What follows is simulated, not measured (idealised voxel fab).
process module | voxel ribs on slabs
cross-section cut | 195 nm wide | cells 5 nm
A cross-section is a grid of square cells, given in bands from the top down. A band is one or more rows of cells.
Each band's line starts with the height of the band's top and of its bottom, in nm. Then come its materials from left to right, each with its width in nm. One material with "throughout" fills the band from edge to edge. "air" is empty space.
Height 0 is the level under which the wafer as received is all one material. The lowest band goes on downwards, as in "0 down".
A width such as "30 to 40" changes by the same amount from each row of cells to the next, from the band's top row to its bottom row.
"no change" after a step means that no cell of the cross-section changed.
closed voids: empty space of 8 cells or more with no open way to the top, each as width x height at its distance from the left edge, in nm
after a step's settings: what the simulator itself notes on the step
overlay nm, on a step with a mask: how far to the right of its planned place the mask lay; to the left if negative
plan
1 op RECEIVE | material Si
2 op DIRECTIONAL_DEP | material SiO2 | thk nm 25
3 op DIRECTIONAL_DEP | material SiN | thk nm 20
4 op PATTERN | tone cover | mask id RIB | material resist | width nm 25 | thk nm 15 | overlay nm 0
5 op DIRECTIONAL_ETCH | etch materials SiN | depth nm 5
6 op STRIP | etch materials resist
7 op MASKED_ETCH | tone cover | mask id SLAB | width nm 85 | etch materials SiN | depth nm 5 | overlay nm 0
8 op FILL_DEP | material SiO2 | thk nm 20
9 op CMP | height nm 60
10 op DIRECTIONAL_DEP | material W | thk nm 10
11 op DIRECTIONAL_DEP | material aC | thk nm 10
12 op PATTERN | tone cover | mask id HEATER | material resist | width nm 35 | thk nm 30 | overlay nm 0
13 op DIRECTIONAL_ETCH | etch materials aC | depth nm 10
14 op STRIP | etch materials resist
15 op DIRECTIONAL_ETCH | etch materials W | depth nm 10
16 op STRIP | etch materials aC
17 op CONFORMAL_DEP | material SiO2 | thk nm 10
varied across the wafers: depth nm of step 7. The plan shows the first wafer's value. All wafers start alike
first wafer as received, after step 1
  0 down: Si throughout
  closed voids: none
first wafer at the end, after step 17
  80 to 70: air 70 | SiO2 55 | air 70
  70 to 60: SiO2 80 | W 35 | SiO2 80
  60 to 45: SiO2 throughout
  45 to 35: SiO2 85 to 55 | SiN 25 to 85 | SiO2 85 to 55
  35 to 25: SiN throughout
  25 to 0: SiO2 throughout
  0 down: Si throughout
  closed voids: none
last wafer at the end
  80 to 70: air 70 | SiO2 55 | air 70
  70 to 60: SiO2 80 | W 35 | SiO2 80
  60 to 45: SiO2 throughout
  45 to 40: SiO2 85 | SiN 25 | SiO2 85
  40 to 25: SiO2 55 | SiN 85 | SiO2 55
  25 to 0: SiO2 throughout
  0 down: Si throughout
  closed voids: none
each wafer at the end: cells of each material gained (+) or lost (-) since it was received, then its closed voids
depth nm 5 | +100 SiN | +454 SiO2 | +14 W | closed voids: none
depth nm 10 | +78 SiN | +476 SiO2 | +14 W | closed voids: none
depth nm 15 | +56 SiN | +498 SiO2 | +14 W | closed voids: none
depth nm 20 | +56 SiN | +498 SiO2 | +14 W | closed voids: none
depth nm 25 | +56 SiN | +498 SiO2 | +14 W | closed voids: none
depth nm 30 | +56 SiN | +498 SiO2 | +14 W | closed voids: none
